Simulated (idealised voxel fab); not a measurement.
Herein follows the process module entitled voxel trench capacitor.
We display cut, a cross-section 165 nm in width whose square cells are each 5 nm.
Throughout this document, each cross-section is represented as a grid of square cells and is presented as a sequence of bands enumerated from the top downward, where a band comprises one or more rows of cells.
The band entry comprises the height of the band's top followed by the height of its bottom, expressed in nm, and subsequently the band's materials from left to right, each stated together with its width in nm. Where a single material is marked with the word "throughout", that material fills the band from edge to edge. The word "blank" represents empty space.
Height reference: 0 = level under which incoming wafer is all one material. Lowest band: no bottom, runs on downward, e.g. "0..down".
A width such as "30 to 40" changes by the same amount from each row of cells to the next, from the band's top row to its bottom row.
Key: "everything unchanged" - step with no changed cell in the cross-section.
"Enclosed cavity list" means: voids of 8 cells or more that are shut off from the top with no open way through. Written width x height at distance, distance from the left edge, in nm.
On a step's line, text after the settings is the simulator commenting on that step.
Steps that use a mask can have "overlay nm" on their line. It says how far the mask sat to the right of where it was meant to be. Negative means to the left.
[This section lists the process steps that were planned]
1. RECEIVE, material Si
2. CONFORMAL_DEP, material SiN, thk nm 5
3. PATTERN, tone open, mask id TRENCH, material resist, width nm 20, pitch nm 45, thk nm 15, overlay nm 0
4. DIRECTIONAL_ETCH, etch materials SiN, depth nm 5
5. DIRECTIONAL_ETCH, etch materials Si, depth nm 25
6. STRIP, etch materials resist
7. CONFORMAL_DEP, material SiO2, thk nm 5
8. FILL_DEP, material polySi, thk nm 10
9. CMP, height nm 5
[as received, after step 1]
0..down: Si throughout
Enclosed cavity list: none
[Post-module cross-section: identical start and plan to those above, one misstep in execution]
5..0: SiN=50; SiO2=5; polySi=10; SiO2=5; SiN=25; SiO2=5; polySi=10; SiO2=5; SiN=50
0..-45: Si=50; SiO2=5; polySi=10; SiO2=5; Si=25; SiO2=5; polySi=10; SiO2=5; Si=50
-45..-50: Si=50; SiO2=20; Si=25; SiO2=20; Si=50
-50..down: Si throughout
Enclosed cavity list: none
Misprocessing identified: step 5, plan: ran twice
